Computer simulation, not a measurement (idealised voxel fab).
process module | voxel gate over fins
cross-section cut | 180 nm wide | cells 5 nm
A cross-section is a grid of square cells, given in bands from the top down. A band is one or more rows of cells.
Each band's line starts with the height of the band's top and of its bottom, in nm. Then come its materials from left to right, each with its width in nm. One material with "throughout" fills the band from edge to edge. "air" is empty space.
Height 0 is the level under which the wafer as received is all one material. The lowest band goes on downwards, as in "0 down".
A width such as "30 to 40" changes by the same amount from each row of cells to the next, from the band's top row to its bottom row.
"no change" after a step means that no cell of the cross-section changed.
closed voids: empty space of 8 cells or more with no open way to the top, each as width x height at its distance from the left edge, in nm
after a step's settings: what the simulator itself notes on the step
overlay nm, on a step with a mask: how far to the right of its planned place the mask lay; to the left if negative
plan
1 op RECEIVE | material Si
2 op CONFORMAL_DEP | material SiN | thk nm 10
3 op MASKED_ETCH | tone cover | mask id FINS | width nm 15 | pitch nm 60 | etch materials SiN | depth nm 10 | overlay nm 0
4 op MASKED_ETCH | tone cover | mask id FINS | width nm 15 | pitch nm 60 | etch materials Si | depth nm 35 | overlay nm 0
5 op FILL_DEP | material SiO2 | thk nm 15
6 op CMP | height nm 10
7 op MASKED_ETCH | tone open | mask id RAIL | width nm 15 | etch materials SiO2 | depth nm 40 | overlay nm 0
8 op CONFORMAL_DEP | material TiN | thk nm 5
9 op FILL_DEP | material W | thk nm 10
10 op CMP | height nm 10
11 op SELECTIVE_ETCH | etch materials W Ru TiN | depth nm 25
12 op FILL_DEP | material SiO2 | thk nm 5
13 op CMP | height nm 10
14 op SELECTIVE_ETCH | etch materials SiO2 | depth nm 20
15 op STRIP | etch materials SiN
16 op CONFORMAL_DEP | material HfO2 | thk nm 5
17 op CONFORMAL_DEP | material TiN | thk nm 5
18 op FILL_DEP | material W | thk nm 10
19 op CMP | height nm 15
20 op CONFORMAL_DEP | material SiCN | thk nm 10
as received, after step 1
  0 down: Si throughout
  closed voids: none
first wafer at the end, as planned
  25 to 15: SiCN throughout
  15 to 10: W throughout
  10 to 5: W 40 | TiN 35 | W 25 | TiN 35 | W 45
  5 to 0: W 40 | TiN 5 | HfO2 25 | TiN 5 | W 25 | TiN 5 | HfO2 25 | TiN 5 | W 45
  0 to -5: TiN 45 | HfO2 5 | Si 15 | HfO2 5 | TiN 35 | HfO2 5 | Si 15 | HfO2 5 | TiN 50
  -5 to -10: HfO2 50 | Si 15 | HfO2 45 | Si 15 | HfO2 55
  -10 to -15: SiO2 50 | Si 15 | SiO2 45 | Si 15 | SiO2 55
  -15 to -25: SiO2 50 | Si 15 | SiO2 15 | TiN 5 | W 5 | TiN 5 | SiO2 15 | Si 15 | SiO2 55
  -25 to -30: SiO2 50 | Si 15 | SiO2 15 | TiN 15 | SiO2 15 | Si 15 | SiO2 55
  -30 to -35: SiO2 50 | Si 15 | SiO2 45 | Si 15 | SiO2 55
  -35 down: Si throughout
  closed voids: none
second wafer at the end: like start, like plan, one mistake
  25 to 15: SiCN throughout
  15 to 10: W throughout
  10 to 5: W 40 | TiN 35 | W 25 | TiN 35 | W 45
  5 to 0: W 40 | TiN 5 | HfO2 25 | TiN 5 | W 25 | TiN 5 | HfO2 25 | TiN 5 | W 45
  0 to -5: TiN 45 | HfO2 5 | Si 15 | HfO2 5 | TiN 35 | HfO2 5 | Si 15 | HfO2 5 | TiN 50
  -5 to -10: HfO2 50 | Si 15 | HfO2 45 | Si 15 | HfO2 55
  -10 to -15: SiO2 50 | Si 15 | SiO2 45 | Si 15 | SiO2 55
  -15 to -25: SiO2 50 | Si 15 | SiO2 15 | TiN 5 | W 10 | TiN 5 | SiO2 10 | Si 15 | SiO2 55
  -25 to -30: SiO2 50 | Si 15 | SiO2 15 | TiN 20 | SiO2 10 | Si 15 | SiO2 55
  -30 to -35: SiO2 50 | Si 15 | SiO2 45 | Si 15 | SiO2 55
  -35 down: Si throughout
  closed voids: none
what went wrong: step 7 ran as: op MASKED_ETCH | tone open | mask id RAIL | width nm 20 | etch materials SiO2 | depth nm 40 | overlay nm 0
at the end the second wafer has, in cells: 3 fewer of SiO2 | 1 more of TiN | 2 more of W
